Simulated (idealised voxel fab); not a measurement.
process module | voxel lift off
cross-section cut | 140 nm wide | cells 5 nm
A cross-section is a grid of square cells, given in bands from the top down. A band is one or more rows of cells.
Each band's line starts with the height of the band's top and of its bottom, in nm. Then come its materials from left to right, each with its width in nm. One material with "throughout" fills the band from edge to edge. "air" is empty space.
Height 0 is the level under which the wafer as received is all one material. The lowest band goes on downwards, as in "0 down".
A width such as "30 to 40" changes by the same amount from each row of cells to the next, from the band's top row to its bottom row.
"no change" after a step means that no cell of the cross-section changed.
closed voids: empty space of 8 cells or more with no open way to the top, each as width x height at its distance from the left edge, in nm
after a step's settings: what the simulator itself notes on the step
overlay nm, on a step with a mask: how far to the right of its planned place the mask lay; to the left if negative
plan
1 op RECEIVE | material Si
2 op CONFORMAL_DEP | material Al2O3 | thk nm 10
3 op PATTERN | tone open | mask id LINES | material resist | width nm 20 | pitch nm 35 | thk nm 25 | overlay nm 0
4 op DIRECTIONAL_DEP | material Ru | thk nm 10
5 op STRIP | etch materials resist
6 op CONFORMAL_DEP | material SiCN | thk nm 10
first wafer, as planned
as received, after step 1
  0 down: Si throughout
  closed voids: none
after step 2
  10 to 0: Al2O3 throughout
  below 0: unchanged
after step 3
  35 to 10: resist 40 | air 20 | resist 15 | air 20 | resist 45
  below 10: unchanged
after step 4
  45 to 35: Ru 40 | air 20 | Ru 15 | air 20 | Ru 45
  35 to 20: resist 40 | air 20 | resist 15 | air 20 | resist 45
  20 to 10: resist 40 | Ru 20 | resist 15 | Ru 20 | resist 45
  below 10: unchanged
after step 5
  20 to 10: air 40 | Ru 20 | air 15 | Ru 20 | air 45
  below 10: unchanged
after step 6
  30 to 20: air 30 | SiCN 75 | air 35
  20 to 10: SiCN 40 | Ru 20 | SiCN 15 | Ru 20 | SiCN 45
  below 10: unchanged
second wafer: like start, like plan, one mistake. Through step 5 it matches the first wafer
when step 6 should have ended
  35 to 25: air 25 | SiCN 85 | air 30
  25 to 20: SiCN throughout
  20 to 10: SiCN 40 | Ru 20 | SiCN 15 | Ru 20 | SiCN 45
  below 10: unchanged
what went wrong: step 6 ran as: op CONFORMAL_DEP | material SiCN | thk nm 15
at the end the second wafer has, in cells: 32 more of SiCN
